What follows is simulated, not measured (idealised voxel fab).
You're looking at the process module voxel gate over fins.
Cross-sectional view cut (width: 155 nm; square cell size: 5 nm).
A cross-section is a grid of square cells, given in bands from the top down. A band is one or more rows of cells.
Band entry format. Leading values: height of top, height of bottom, nm. Remainder: materials in left-to-right order, each with its width in nm. Special words: "full width" on a single material, which then fills the band edge to edge; "blank", empty space.
Note: height 0 marks the level under which the wafer is uniformly one material as received. Lowest band unbounded below, written "z 0 and below".
The expression "30 to 40" gives the width at the extremes of the band, the first number at its top row of cells and the second at its bottom row, with the width changing by equal amounts from each row to the next in between.
A step reported as "changes: none" is a step in which no cell of the cross-section changed.
For the entry "Closed empty spaces", the listed items are empty spaces with no open way to the top whose size is 8 cells or more; each item follows the pattern width x height at distance, where distance is from the left edge and all three are in nm.
Anything after a step's settings on that line? It's the simulator's own note about the step.
The setting "overlay nm" may be written on the line of a step. When the step uses a mask, the value reports how far to the right of the planned place the mask lay, and a negative value reports that it lay to the left.
**List of planned process steps**
| 1 | RECEIVE | material Si |
| 2 | CONFORMAL_DEP | material SiN | thk nm 10 |
| 3 | DIRECTIONAL_DEP | material aC | thk nm 15 |
| 4 | PATTERN | tone cover | mask id FINS | material resist | width nm 15 | pitch nm 50 | thk nm 35 | overlay nm 0 |
| 5 | DIRECTIONAL_ETCH | etch materials aC | depth nm 15 |
| 6 | STRIP | etch materials resist |
| 7 | DIRECTIONAL_ETCH | etch materials SiN | depth nm 10 |
| 8 | DIRECTIONAL_ETCH | etch materials Si | depth nm 35 |
| 9 | STRIP | etch materials aC |
| 10 | FILL_DEP | material SiO2 | thk nm 5 |
| 11 | CMP | height nm 10 |
| 12 | DIRECTIONAL_DEP | material aC | thk nm 10 |
| 13 | PATTERN | tone open | mask id RAIL | material resist | width nm 15 | thk nm 30 | overlay nm 0 |
| 14 | DIRECTIONAL_ETCH | etch materials aC | depth nm 10 |
| 15 | STRIP | etch materials resist |
| 16 | DIRECTIONAL_ETCH | etch materials SiO2 | depth nm 40 |
| 17 | STRIP | etch materials aC |
| 18 | CONFORMAL_DEP | material TiN | thk nm 5 |
| 19 | FILL_DEP | material W | thk nm 5 |
| 20 | CMP | height nm 10 |
| 21 | SELECTIVE_ETCH | etch materials W Ru TiN | depth nm 25 |
| 22 | FILL_DEP | material SiO2 | thk nm 5 |
| 23 | CMP | height nm 10 |
| 24 | SELECTIVE_ETCH | etch materials SiO2 | depth nm 20 |
| 25 | STRIP | etch materials SiN |
| 26 | CONFORMAL_DEP | material HfO2 | thk nm 5 |
| 27 | CONFORMAL_DEP | material TiN | thk nm 5 |
| 28 | FILL_DEP | material W | thk nm 15 |
| 29 | CMP | height nm 20 |
| 30 | CONFORMAL_DEP | material SiN | thk nm 10 |
**First wafer out of two, processed as planned**
**Here's what the wafer looked like in cross-section when it arrived - that's after step 1**
	z 0 and below  Si full width
	Closed empty spaces: none
**Wafer after step 2 (cross-section)**
	z 10 to 0  SiN full width
	Below 0, no change.
**Wafer after step 3 (cross-section)**
	z 25 to 10  aC full width
	Below 10, no change.
**Wafer after step 4 (cross-section)**
	z 60 to 25  blank: 20; resist: 15; blank: 35; resist: 15; blank: 35; resist: 15; blank: 20
	Below 25, no change.
**Wafer after step 5 (cross-section)**
	z 45 to 25  blank: 20; resist: 15; blank: 35; resist: 15; blank: 35; resist: 15; blank: 20
	z 25 to 10  blank: 20; aC: 15; blank: 35; aC: 15; blank: 35; aC: 15; blank: 20
	Below 10, no change.
**Wafer after step 6 (cross-section)**
	z 25 to 10  blank: 20; aC: 15; blank: 35; aC: 15; blank: 35; aC: 15; blank: 20
	Below 10, no change.
**Wafer after step 7 (cross-section)**
	z 25 to 10  blank: 20; aC: 15; blank: 35; aC: 15; blank: 35; aC: 15; blank: 20
	z 10 to 0  blank: 20; SiN: 15; blank: 35; SiN: 15; blank: 35; SiN: 15; blank: 20
	Below 0, no change.
**Wafer after step 8 (cross-section)**
	z 25 to 10  blank: 20; aC: 15; blank: 35; aC: 15; blank: 35; aC: 15; blank: 20
	z 10 to 0  blank: 20; SiN: 15; blank: 35; SiN: 15; blank: 35; SiN: 15; blank: 20
	z 0 to -35  blank: 20; Si: 15; blank: 35; Si: 15; blank: 35; Si: 15; blank: 20
	Below -35, no change.
**Wafer after step 9 (cross-section)**
	z 10 to 0  blank: 20; SiN: 15; blank: 35; SiN: 15; blank: 35; SiN: 15; blank: 20
	Below 0, no change.
**Wafer after step 10 (cross-section)**
	z 15 to 10  SiO2 full width
	z 10 to 0  SiO2: 20; SiN: 15; SiO2: 35; SiN: 15; SiO2: 35; SiN: 15; SiO2: 20
	z 0 to -35  SiO2: 20; Si: 15; SiO2: 35; Si: 15; SiO2: 35; Si: 15; SiO2: 20
	Below -35, no change.
**Wafer after step 11 (cross-section)**
	z 10 to 0  SiO2: 20; SiN: 15; SiO2: 35; SiN: 15; SiO2: 35; SiN: 15; SiO2: 20
	Below 0, no change.
**Wafer after step 12 (cross-section)**
	z 20 to 10  aC full width
	Below 10, no change.
**Wafer after step 13 (cross-section)**
	z 50 to 20  resist: 45; blank: 15; resist: 95
	Below 20, no change.
**Wafer after step 14 (cross-section)**
	z 40 to 20  resist: 45; blank: 15; resist: 95
	z 20 to 10  aC: 45; blank: 15; aC: 95
	Below 10, no change.
**Wafer after step 15 (cross-section)**
	z 20 to 10  aC: 45; blank: 15; aC: 95
	Below 10, no change.
**Wafer after step 16 (cross-section)**
	z 20 to 10  aC: 45; blank: 15; aC: 95
	z 10 to 0  SiO2: 20; SiN: 15; SiO2: 10; blank: 15; SiO2: 10; SiN: 15; SiO2: 35; SiN: 15; SiO2: 20
	z 0 to -30  SiO2: 20; Si: 15; SiO2: 10; blank: 15; SiO2: 10; Si: 15; SiO2: 35; Si: 15; SiO2: 20
	Below -30, no change.
**Wafer after step 17 (cross-section)**
	z 10 to 0  SiO2: 20; SiN: 15; SiO2: 10; blank: 15; SiO2: 10; SiN: 15; SiO2: 35; SiN: 15; SiO2: 20
	Below 0, no change.
**Wafer after step 18 (cross-section)**
	z 15 to 10  TiN: 50; blank: 5; TiN: 100
	z 10 to 0  SiO2: 20; SiN: 15; SiO2: 10; TiN: 5; blank: 5; TiN: 5; SiO2: 10; SiN: 15; SiO2: 35; SiN: 15; SiO2: 20
	z 0 to -25  SiO2: 20; Si: 15; SiO2: 10; TiN: 5; blank: 5; TiN: 5; SiO2: 10; Si: 15; SiO2: 35; Si: 15; SiO2: 20
	z -25 to -30  SiO2: 20; Si: 15; SiO2: 10; TiN: 15; SiO2: 10; Si: 15; SiO2: 35; Si: 15; SiO2: 20
	Below -30, no change.
**Wafer after step 19 (cross-section)**
	z 20 to 15  W full width
	z 15 to 10  TiN: 50; W: 5; TiN: 100
	z 10 to 0  SiO2: 20; SiN: 15; SiO2: 10; TiN: 5; W: 5; TiN: 5; SiO2: 10; SiN: 15; SiO2: 35; SiN: 15; SiO2: 20
	z 0 to -25  SiO2: 20; Si: 15; SiO2: 10; TiN: 5; W: 5; TiN: 5; SiO2: 10; Si: 15; SiO2: 35; Si: 15; SiO2: 20
	Below -25, no change.
**Wafer after step 20 (cross-section)**
	z 10 to 0  SiO2: 20; SiN: 15; SiO2: 10; TiN: 5; W: 5; TiN: 5; SiO2: 10; SiN: 15; SiO2: 35; SiN: 15; SiO2: 20
	Below 0, no change.
**Wafer after step 21 (cross-section)**
	z 10 to 0  SiO2: 20; SiN: 15; SiO2: 10; blank: 15; SiO2: 10; SiN: 15; SiO2: 35; SiN: 15; SiO2: 20
	z 0 to -15  SiO2: 20; Si: 15; SiO2: 10; blank: 15; SiO2: 10; Si: 15; SiO2: 35; Si: 15; SiO2: 20
	Below -15, no change.
**Wafer after step 22 (cross-section)**
	z 15 to 10  SiO2 full width
	z 10 to 0  SiO2: 20; SiN: 15; SiO2: 35; SiN: 15; SiO2: 35; SiN: 15; SiO2: 20
	z 0 to -15  SiO2: 20; Si: 15; SiO2: 35; Si: 15; SiO2: 35; Si: 15; SiO2: 20
	Below -15, no change.
**Wafer after step 23 (cross-section)**
	z 10 to 0  SiO2: 20; SiN: 15; SiO2: 35; SiN: 15; SiO2: 35; SiN: 15; SiO2: 20
	Below 0, no change.
**Wafer after step 24 (cross-section)**
	z 10 to 0  blank: 20; SiN: 15; blank: 35; SiN: 15; blank: 35; SiN: 15; blank: 20
	z 0 to -10  blank: 20; Si: 15; blank: 35; Si: 15; blank: 35; Si: 15; blank: 20
	Below -10, no change.
**Wafer after step 25 (cross-section)**
	z 0 to -10  blank: 20; Si: 15; blank: 35; Si: 15; blank: 35; Si: 15; blank: 20
	Below -10, no change.
**Wafer after step 26 (cross-section)**
	z 5 to 0  blank: 15; HfO2: 25; blank: 25; HfO2: 25; blank: 25; HfO2: 25; blank: 15
	z 0 to -5  blank: 15; HfO2: 5; Si: 15; HfO2: 5; blank: 25; HfO2: 5; Si: 15; HfO2: 5; blank: 25; HfO2: 5; Si: 15; HfO2: 5; blank: 15
	z -5 to -10  HfO2: 20; Si: 15; HfO2: 35; Si: 15; HfO2: 35; Si: 15; HfO2: 20
	Below -10, no change.
**Wafer after step 27 (cross-section)**
	z 10 to 5  blank: 10; TiN: 35; blank: 15; TiN: 35; blank: 15; TiN: 35; blank: 10
	z 5 to 0  blank: 10; TiN: 5; HfO2: 25; TiN: 5; blank: 15; TiN: 5; HfO2: 25; TiN: 5; blank: 15; TiN: 5; HfO2: 25; TiN: 5; blank: 10
	z 0 to -5  TiN: 15; HfO2: 5; Si: 15; HfO2: 5; TiN: 25; HfO2: 5; Si: 15; HfO2: 5; TiN: 25; HfO2: 5; Si: 15; HfO2: 5; TiN: 15
	Below -5, no change.
**Wafer after step 28 (cross-section)**
	z 25 to 10  W full width
	z 10 to 5  W: 10; TiN: 35; W: 15; TiN: 35; W: 15; TiN: 35; W: 10
	z 5 to 0  W: 10; TiN: 5; HfO2: 25; TiN: 5; W: 15; TiN: 5; HfO2: 25; TiN: 5; W: 15; TiN: 5; HfO2: 25; TiN: 5; W: 10
	Below 0, no change.
**Wafer after step 29 (cross-section)**
	z 20 to 10  W full width
	Below 10, no change.
**Wafer after step 30 (cross-section)**
	z 30 to 20  SiN full width
	Below 20, no change.
**Here the second wafer is described. Its start and its plan were those of the first wafer. Its run contained one mistake. Up to and including step 7, it did exactly what the first wafer did**
**Cross-section of the second wafer corresponding to the planned conclusion of step 8**
	z 25 to 10  blank: 20; aC: 15; blank: 35; aC: 15; blank: 35; aC: 15; blank: 20
	z 10 to 0  blank: 20; SiN: 15; blank: 35; SiN: 15; blank: 35; SiN: 15; blank: 20
	z 0 to -25  blank: 20; Si: 15; blank: 35; Si: 15; blank: 35; Si: 15; blank: 20
	Below -25, no change.
**Cross-section of the second wafer corresponding to the planned conclusion of step 9**
	z 10 to 0  blank: 20; SiN: 15; blank: 35; SiN: 15; blank: 35; SiN: 15; blank: 20
	Below 0, no change.
**Cross-section of the second wafer corresponding to the planned conclusion of step 10**
	z 15 to 10  SiO2 full width
	z 10 to 0  SiO2: 20; SiN: 15; SiO2: 35; SiN: 15; SiO2: 35; SiN: 15; SiO2: 20
	z 0 to -25  SiO2: 20; Si: 15; SiO2: 35; Si: 15; SiO2: 35; Si: 15; SiO2: 20
	Below -25, no change.
**Cross-section of the second wafer corresponding to the planned conclusion of step 11**
	z 10 to 0  SiO2: 20; SiN: 15; SiO2: 35; SiN: 15; SiO2: 35; SiN: 15; SiO2: 20
	Below 0, no change.
**Cross-section of the second wafer corresponding to the planned conclusion of step 12**
	z 20 to 10  aC full width
	Below 10, no change.
**Cross-section of the second wafer corresponding to the planned conclusion of step 13**
	z 50 to 20  resist: 45; blank: 15; resist: 95
	Below 20, no change.
**Cross-section of the second wafer corresponding to the planned conclusion of step 14**
	z 40 to 20  resist: 45; blank: 15; resist: 95
	z 20 to 10  aC: 45; blank: 15; aC: 95
	Below 10, no change.
**Cross-section of the second wafer corresponding to the planned conclusion of step 15**
	z 20 to 10  aC: 45; blank: 15; aC: 95
	Below 10, no change.
**Cross-section of the second wafer corresponding to the planned conclusion of step 16**
	z 20 to 10  aC: 45; blank: 15; aC: 95
	z 10 to 0  SiO2: 20; SiN: 15; SiO2: 10; blank: 15; SiO2: 10; SiN: 15; SiO2: 35; SiN: 15; SiO2: 20
	z 0 to -25  SiO2: 20; Si: 15; SiO2: 10; blank: 15; SiO2: 10; Si: 15; SiO2: 35; Si: 15; SiO2: 20
	Below -25, no change.
**Cross-section of the second wafer corresponding to the planned conclusion of step 17**
	z 10 to 0  SiO2: 20; SiN: 15; SiO2: 10; blank: 15; SiO2: 10; SiN: 15; SiO2: 35; SiN: 15; SiO2: 20
	Below 0, no change.
**Cross-section of the second wafer corresponding to the planned conclusion of step 18**
	z 15 to 10  TiN: 50; blank: 5; TiN: 100
	z 10 to 0  SiO2: 20; SiN: 15; SiO2: 10; TiN: 5; blank: 5; TiN: 5; SiO2: 10; SiN: 15; SiO2: 35; SiN: 15; SiO2: 20
	z 0 to -20  SiO2: 20; Si: 15; SiO2: 10; TiN: 5; blank: 5; TiN: 5; SiO2: 10; Si: 15; SiO2: 35; Si: 15; SiO2: 20
	z -20 to -25  SiO2: 20; Si: 15; SiO2: 10; TiN: 15; SiO2: 10; Si: 15; SiO2: 35; Si: 15; SiO2: 20
	Below -25, no change.
**Cross-section of the second wafer corresponding to the planned conclusion of step 19**
	z 20 to 15  W full width
	z 15 to 10  TiN: 50; W: 5; TiN: 100
	z 10 to 0  SiO2: 20; SiN: 15; SiO2: 10; TiN: 5; W: 5; TiN: 5; SiO2: 10; SiN: 15; SiO2: 35; SiN: 15; SiO2: 20
	z 0 to -20  SiO2: 20; Si: 15; SiO2: 10; TiN: 5; W: 5; TiN: 5; SiO2: 10; Si: 15; SiO2: 35; Si: 15; SiO2: 20
	Below -20, no change.
**Cross-section of the second wafer corresponding to the planned conclusion of step 20**
	z 10 to 0  SiO2: 20; SiN: 15; SiO2: 10; TiN: 5; W: 5; TiN: 5; SiO2: 10; SiN: 15; SiO2: 35; SiN: 15; SiO2: 20
	Below 0, no change.
**Cross-section of the second wafer corresponding to the planned conclusion of step 21**
	z 10 to 0  SiO2: 20; SiN: 15; SiO2: 10; blank: 15; SiO2: 10; SiN: 15; SiO2: 35; SiN: 15; SiO2: 20
	z 0 to -15  SiO2: 20; Si: 15; SiO2: 10; blank: 15; SiO2: 10; Si: 15; SiO2: 35; Si: 15; SiO2: 20
	Below -15, no change.
**Cross-section of the second wafer corresponding to the planned conclusion of step 22**
	z 15 to 10  SiO2 full width
	z 10 to 0  SiO2: 20; SiN: 15; SiO2: 35; SiN: 15; SiO2: 35; SiN: 15; SiO2: 20
	z 0 to -15  SiO2: 20; Si: 15; SiO2: 35; Si: 15; SiO2: 35; Si: 15; SiO2: 20
	Below -15, no change.
**Cross-section of the second wafer corresponding to the planned conclusion of step 23**
	z 10 to 0  SiO2: 20; SiN: 15; SiO2: 35; SiN: 15; SiO2: 35; SiN: 15; SiO2: 20
	Below 0, no change.
**Cross-section of the second wafer corresponding to the planned conclusion of step 24**
	z 10 to 0  blank: 20; SiN: 15; blank: 35; SiN: 15; blank: 35; SiN: 15; blank: 20
	z 0 to -10  blank: 20; Si: 15; blank: 35; Si: 15; blank: 35; Si: 15; blank: 20
	Below -10, no change.
**Cross-section of the second wafer corresponding to the planned conclusion of step 25**
	z 0 to -10  blank: 20; Si: 15; blank: 35; Si: 15; blank: 35; Si: 15; blank: 20
	Below -10, no change.
**Cross-section of the second wafer corresponding to the planned conclusion of step 26**
	z 5 to 0  blank: 15; HfO2: 25; blank: 25; HfO2: 25; blank: 25; HfO2: 25; blank: 15
	z 0 to -5  blank: 15; HfO2: 5; Si: 15; HfO2: 5; blank: 25; HfO2: 5; Si: 15; HfO2: 5; blank: 25; HfO2: 5; Si: 15; HfO2: 5; blank: 15
	z -5 to -10  HfO2: 20; Si: 15; HfO2: 35; Si: 15; HfO2: 35; Si: 15; HfO2: 20
	Below -10, no change.
**Cross-section of the second wafer corresponding to the planned conclusion of step 27**
	z 10 to 5  blank: 10; TiN: 35; blank: 15; TiN: 35; blank: 15; TiN: 35; blank: 10
	z 5 to 0  blank: 10; TiN: 5; HfO2: 25; TiN: 5; blank: 15; TiN: 5; HfO2: 25; TiN: 5; blank: 15; TiN: 5; HfO2: 25; TiN: 5; blank: 10
	z 0 to -5  TiN: 15; HfO2: 5; Si: 15; HfO2: 5; TiN: 25; HfO2: 5; Si: 15; HfO2: 5; TiN: 25; HfO2: 5; Si: 15; HfO2: 5; TiN: 15
	Below -5, no change.
**Cross-section of the second wafer corresponding to the planned conclusion of step 28**
	z 25 to 10  W full width
	z 10 to 5  W: 10; TiN: 35; W: 15; TiN: 35; W: 15; TiN: 35; W: 10
	z 5 to 0  W: 10; TiN: 5; HfO2: 25; TiN: 5; W: 15; TiN: 5; HfO2: 25; TiN: 5; W: 15; TiN: 5; HfO2: 25; TiN: 5; W: 10
	Below 0, no change.
**Cross-section of the second wafer corresponding to the planned conclusion of step 29**
	z 20 to 10  W full width
	Below 10, no change.
**Cross-section of the second wafer corresponding to the planned conclusion of step 30**
	z 30 to 20  SiN full width
	Below 20, no change.
What was the processing mistake? step 8 did not use the planned setting and instead ran as DIRECTIONAL_ETCH | etch materials Si | depth nm 25
Final difference in cells, second wafer against first, listed per material as more or fewer: Si +44; SiO2 -41; TiN -2; W -1
